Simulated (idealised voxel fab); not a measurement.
Process module heading - voxel transistor to metal
This is section cut - it's 185 nm across, gridded in 5 nm square cells.
For the purposes of this document, a cross-section shall be understood as a grid of square cells, specified as bands listed in top-to-bottom order, each band consisting of one or more rows of cells.
This entry defines a band. It first specifies the height of the band's top and the height of its bottom in nm, and then specifies the band's materials from left to right, stating each material with its width in nm. The word "all across" identifies a single material that fills the band from edge to edge, while the word "blank" identifies empty space.
Measure heights from 0. That's the level where, below it, the as-received wafer is all one material. The lowest band is bottomless and extends downward; write it as in "0 nm and below".
It should be noted that a width expressed as "30 to 40" varies in equal increments from row to row of cells within the band, taking the value of the first number at the top row and that of the second number at the bottom row.
The designation "nothing was modified", where it is given for a processing step, indicates that no cell of the cross-section was altered in the course of that step.
In "Entrapped void list" the enclosed voids are listed, meaning empty spaces of 8 cells or larger without any opening to the top. The form is width x height at distance, distance from the left edge, units nm.
Post-settings text on a step line: simulator's own remark regarding the step.
overlay nm: mask right of planned place by this much (step with mask). Neg. = left.

Intended process steps
1 RECEIVE,material Si
2 OXIDIZE,depth nm 5
3 CONFORMAL_DEP,material SiN,thk nm 15
4 MASKED_ETCH,tone cover,mask id ACTIVE,width nm 130,etch materials SiN,depth nm 15,overlay nm 0
5 MASKED_ETCH,tone cover,mask id ACTIVE,width nm 130,etch materials SiO2,depth nm 5,overlay nm 0
6 MASKED_ETCH,tone cover,mask id ACTIVE,width nm 130,etch materials Si,depth nm 35,overlay nm 0
7 FILL_DEP,material SiO2,thk nm 10
8 CMP,height nm 15
9 SELECTIVE_ETCH,etch materials SiO2,depth nm 10
10 STRIP,etch materials SiN
11 SELECTIVE_ETCH,etch materials SiO2,depth nm 5
12 OXIDIZE,depth nm 5
13 DIRECTIONAL_DEP,material polySi,thk nm 25
14 DIRECTIONAL_DEP,material SiCN,thk nm 10
15 DIRECTIONAL_DEP,material aC,thk nm 15
16 PATTERN,tone cover,mask id GATE,material resist,width nm 30,thk nm 30,overlay nm 0
17 DIRECTIONAL_ETCH,etch materials aC,depth nm 15
18 STRIP,etch materials resist
19 DIRECTIONAL_ETCH,etch materials SiCN,depth nm 20
20 DIRECTIONAL_ETCH,etch materials polySi,depth nm 35
21 STRIP,etch materials aC
22 CONFORMAL_DEP,material SiO2,thk nm 5
23 DIRECTIONAL_ETCH,etch materials SiO2,depth nm 5
24 CONFORMAL_DEP,material SiN,thk nm 10
25 DIRECTIONAL_ETCH,etch materials SiN,depth nm 10
26 DIRECTIONAL_ETCH,etch materials SiO2,depth nm 5
27 DIRECTIONAL_ETCH,etch materials Si,depth nm 5
28 EPI,material pSi,thk nm 5
29 FILL_DEP,material SiO2,thk nm 10
30 CMP,height nm 20
31 STRIP,etch materials polySi
32 SELECTIVE_ETCH,etch materials SiO2,depth nm 5
33 CONFORMAL_DEP,material HfO2,thk nm 5
34 CONFORMAL_DEP,material TiN,thk nm 5
35 FILL_DEP,material W,thk nm 5
36 CMP,height nm 15
37 DIRECTIONAL_DEP,material SiO2,thk nm 10
38 PATTERN,tone open,mask id CONTACT,material resist,width nm 20,pitch nm 90,thk nm 20,overlay nm 0
39 DIRECTIONAL_ETCH,etch materials SiO2,depth nm 35
40 STRIP,etch materials resist
41 CONFORMAL_DEP,material TiN,thk nm 5
42 FILL_DEP,material Ru,thk nm 5
43 CMP,height nm 25
44 DIRECTIONAL_DEP,material TiN,thk nm 5
45 DIRECTIONAL_DEP,material Ru,thk nm 20
46 MASKED_ETCH,tone cover,mask id METAL_1,width nm 20,pitch nm 90,etch materials Ru,depth nm 20,overlay nm 0
47 MASKED_ETCH,tone cover,mask id METAL_1,width nm 20,pitch nm 90,etch materials TiN,depth nm 5,overlay nm 0
48 FILL_DEP,material SiO2,thk nm 5
49 CMP,height nm 50
50 CONFORMAL_DEP,material SiN,thk nm 5

Cross-section of the incoming wafer, state after step 1
  0 nm and below: Si all across
  Entrapped void list: none

Cross-section taken at module completion on the first of two wafers; processed per the plan
  55 nm to 50 nm: SiN all across
  50 nm to 30 nm: SiO2 (35)  Ru (20)  SiO2 (70)  Ru (20)  SiO2 (40)
  30 nm to 25 nm: SiO2 (35)  TiN (20)  SiO2 (70)  TiN (20)  SiO2 (40)
  25 nm to 15 nm: SiO2 (35)  TiN (5)  Ru (10)  TiN (5)  SiO2 (70)  TiN (5)  Ru (10)  TiN (5)  SiO2 (40)
  15 nm to 0 nm: SiO2 (35)  TiN (5)  Ru (10)  TiN (5)  SiO2 (5)  SiN (10)  HfO2 (5)  TiN (5)  W (20)  TiN (5)  HfO2 (5)  SiN (10)  SiO2 (5)  TiN (5)  Ru (10)  TiN (5)  SiO2 (40)
  0 nm to -5 nm: SiO2 (25)  SiN (10)  TiN (10)  Ru (5)  TiN (5)  SiO2 (5)  SiN (10)  HfO2 (5)  TiN (30)  HfO2 (5)  SiN (10)  SiO2 (5)  TiN (5)  Ru (5)  TiN (10)  SiN (10)  SiO2 (30)
  -5 nm to -10 nm: SiO2 (35)  pSi (5)  TiN (15)  pSi (5)  SiO2 (10)  HfO2 (40)  SiO2 (10)  pSi (5)  TiN (15)  pSi (5)  SiO2 (40)
  -10 nm to -15 nm: SiO2 (25)  Si (10)  pSi (25)  Si (60)  pSi (25)  Si (10)  SiO2 (30)
  -15 nm to -40 nm: SiO2 (25)  Si (130)  SiO2 (30)
  -40 nm and below: Si all across
  Entrapped void list: none

Cross-sectional view: second of two wafers, end of module; start and plan identical to the first, one mistake in running
  55 nm to 50 nm: SiN all across
  50 nm to 30 nm: SiO2 (35)  Ru (20)  SiO2 (70)  Ru (20)  SiO2 (40)
  30 nm to 25 nm: SiO2 (35)  TiN (20)  SiO2 (70)  TiN (20)  SiO2 (40)
  25 nm to 15 nm: SiO2 (35)  TiN (5)  Ru (10)  TiN (5)  SiO2 (70)  TiN (5)  Ru (10)  TiN (5)  SiO2 (40)
  15 nm to 5 nm: SiO2 (35)  TiN (5)  Ru (10)  TiN (5)  SiO2 (5)  SiN (10)  HfO2 (5)  TiN (5)  W (20)  TiN (5)  HfO2 (5)  SiN (10)  SiO2 (5)  TiN (5)  Ru (10)  TiN (5)  SiO2 (40)
  5 nm to 0 nm: SiO2 (35)  TiN (10)  Ru (5)  TiN (5)  SiO2 (5)  SiN (10)  HfO2 (5)  TiN (5)  W (20)  TiN (5)  HfO2 (5)  SiN (10)  SiO2 (5)  TiN (5)  Ru (10)  TiN (5)  SiO2 (40)
  0 nm to -5 nm: SiO2 (30)  SiN (10)  TiN (15)  SiO2 (5)  SiN (10)  HfO2 (5)  TiN (30)  HfO2 (5)  SiN (10)  SiO2 (5)  TiN (5)  Ru (10)  TiN (5)  SiO2 (5)  SiN (10)  SiO2 (25)
  -5 nm to -10 nm: SiO2 (40)  pSi (5)  TiN (10)  pSi (5)  SiO2 (10)  HfO2 (40)  SiO2 (10)  pSi (5)  TiN (20)  pSi (5)  SiO2 (35)
  -10 nm to -15 nm: SiO2 (25)  Si (15)  pSi (20)  Si (60)  pSi (30)  Si (10)  SiO2 (25)
  -15 nm to -40 nm: SiO2 (25)  Si (135)  SiO2 (25)
  -40 nm and below: Si all across
  Entrapped void list: none
Heads up, the wafer didn't run the way we planned it: step 4 was not run as planned; what actually ran was MASKED_ETCH,tone cover,mask id ACTIVE,width nm 130,etch materials SiN,depth nm 15,overlay nm 5
Final cells, second wafer relative to first, materials higher or lower: Ru -1 | Si +6 | SiO2 -5
